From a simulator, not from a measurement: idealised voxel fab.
The following is a process module called voxel transistor to metal.
This is section cut - it's 185 nm across, gridded in 5 nm square cells.
In this document a cross-section is written as a grid of square cells. It is given as a series of bands, listed from the top down, and a band is one or more rows of cells.
Read a band's entry like this: the first values are the height of its top and the height of its bottom in nm, and what follows is the sequence of materials from left to right, each with its width in nm. Note that "air" is empty space, and that a single material marked "everywhere" reaches across the band from edge to edge.
Height reference: 0 = level under which incoming wafer is all one material. Lowest band: no bottom, runs on downward, e.g. "0 down".
So if you see something like "30 to 40" for the width, read it as the top row of the band sitting at the first number and the bottom row at the second, with every row in between moving by the same amount as the last.
When a step is marked "no change occurred", none of the cells in the cross-section changed during that step.
"Fully sealed cavities" means: voids of 8 cells or more that are shut off from the top with no open way through. Written width x height at distance, distance from the left edge, in nm.
The remark found on a step's line after its settings is issued by the simulator itself and pertains to that step.
overlay nm: step with mask; distance mask lay right of planned place; negative value = left of planned place.

The planned process steps are enumerated hereunder
1,RECEIVE | material Si
2,OXIDIZE | depth nm 5
3,CONFORMAL_DEP | material SiN | thk nm 10
4,MASKED_ETCH | tone cover | mask id ACTIVE | width nm 115 | etch materials SiN | depth nm 10 | overlay nm 0
5,MASKED_ETCH | tone cover | mask id ACTIVE | width nm 115 | etch materials SiO2 | depth nm 5 | overlay nm 0
6,MASKED_ETCH | tone cover | mask id ACTIVE | width nm 115 | etch materials Si | depth nm 35 | overlay nm 0
7,OXIDIZE | depth nm 5
8,FILL_DEP | material SiO2 | thk nm 10
9,CMP | height nm 10
10,SELECTIVE_ETCH | etch materials SiO2 | depth nm 10
11,STRIP | etch materials SiN
12,SELECTIVE_ETCH | etch materials SiO2 | depth nm 5
13,OXIDIZE | depth nm 5
14,DIRECTIONAL_DEP | material polySi | thk nm 25
15,DIRECTIONAL_DEP | material SiCN | thk nm 15
16,PATTERN | tone cover | mask id GATE | material resist | width nm 35 | thk nm 20 | overlay nm 0
17,DIRECTIONAL_ETCH | etch materials SiCN | depth nm 25
18,DIRECTIONAL_ETCH | etch materials polySi | depth nm 35
19,STRIP | etch materials resist
20,CONFORMAL_DEP | material SiN | thk nm 10
21,DIRECTIONAL_ETCH | etch materials SiN | depth nm 10
22,DIRECTIONAL_ETCH | etch materials SiO2 | depth nm 5
23,DIRECTIONAL_ETCH | etch materials Si | depth nm 15
24,EPI | material pSi | thk nm 15
25,FILL_DEP | material SiO2 | thk nm 10
26,CMP | height nm 20
27,STRIP | etch materials polySi
28,SELECTIVE_ETCH | etch materials SiO2 | depth nm 5
29,CONFORMAL_DEP | material HfO2 | thk nm 5
30,CONFORMAL_DEP | material TiN | thk nm 5
31,FILL_DEP | material W | thk nm 10
32,CMP | height nm 15
33,DIRECTIONAL_DEP | material SiO2 | thk nm 10
34,PATTERN | tone open | mask id CONTACT | material resist | width nm 15 | pitch nm 80 | thk nm 20 | overlay nm 0
35,DIRECTIONAL_ETCH | etch materials SiO2 | depth nm 35
36,STRIP | etch materials resist
37,CONFORMAL_DEP | material TiN | thk nm 5
38,FILL_DEP | material W | thk nm 5
39,CMP | height nm 25
40,CONFORMAL_DEP | material SiN | thk nm 5
41,DIRECTIONAL_DEP | material SiO2 | thk nm 15
42,MASKED_ETCH | tone open | mask id METAL_1 | width nm 15 | pitch nm 80 | etch materials SiO2 | depth nm 15 | overlay nm 0
43,MASKED_ETCH | tone open | mask id METAL_1 | width nm 15 | pitch nm 80 | etch materials SiN | depth nm 5 | overlay nm 0
44,CONFORMAL_DEP | material TiN | thk nm 5
45,FILL_DEP | material Cu | thk nm 10
46,CMP | height nm 45
47,CONFORMAL_DEP | material SiCN | thk nm 5
48,DIRECTIONAL_DEP | material SiO2 | thk nm 30
49,MASKED_ETCH | tone open | mask id METAL_2 | width nm 15 | pitch nm 80 | etch materials SiO2 | depth nm 20 | overlay nm 0
50,PATTERN | tone open | mask id METAL_2_HOLES | material resist | width nm 15 | pitch nm 80 | thk nm 20 | overlay nm 0
51,DIRECTIONAL_ETCH | etch materials SiO2 | depth nm 10
52,DIRECTIONAL_ETCH | etch materials SiCN | depth nm 5
53,STRIP | etch materials resist
54,CONFORMAL_DEP | material TiN | thk nm 5
55,FILL_DEP | material Cu | thk nm 10
56,CMP | height nm 80
57,CONFORMAL_DEP | material SiN | thk nm 5

Step 1 complete: cross-section of the wafer as received
	0 down: Si everywhere
	Fully sealed cavities: none

Final wafer profile in cross-section after the module, from the same start and plan as above, with one mistake made during processing
	85 to 80: SiN everywhere
	80 to 50: 45 SiO2, 5 TiN, 5 Cu, 5 TiN, 65 SiO2, 5 TiN, 5 Cu, 5 TiN, 45 SiO2
	50 to 45: 45 SiCN, 15 TiN, 65 SiCN, 15 TiN, 45 SiCN
	45 to 30: 45 SiO2, 5 TiN, 5 Cu, 5 TiN, 65 SiO2, 5 TiN, 5 Cu, 5 TiN, 45 SiO2
	30 to 25: 45 SiN, 15 TiN, 65 SiN, 15 TiN, 45 SiN
	25 to -5: 45 SiO2, 5 TiN, 5 W, 5 TiN, 65 SiO2, 5 TiN, 5 W, 5 TiN, 45 SiO2
	-5 to -10: 45 SiO2, 15 TiN, 65 SiO2, 15 TiN, 45 SiO2
	-10 to -45: 40 SiO2, 105 Si, 40 SiO2
	-45 down: Si everywhere
	Fully sealed cavities: none
What went wrong in running the wafer? off-plan run, step 14, actual operation and settings DIRECTIONAL_DEP | material SiO2 | thk nm 25
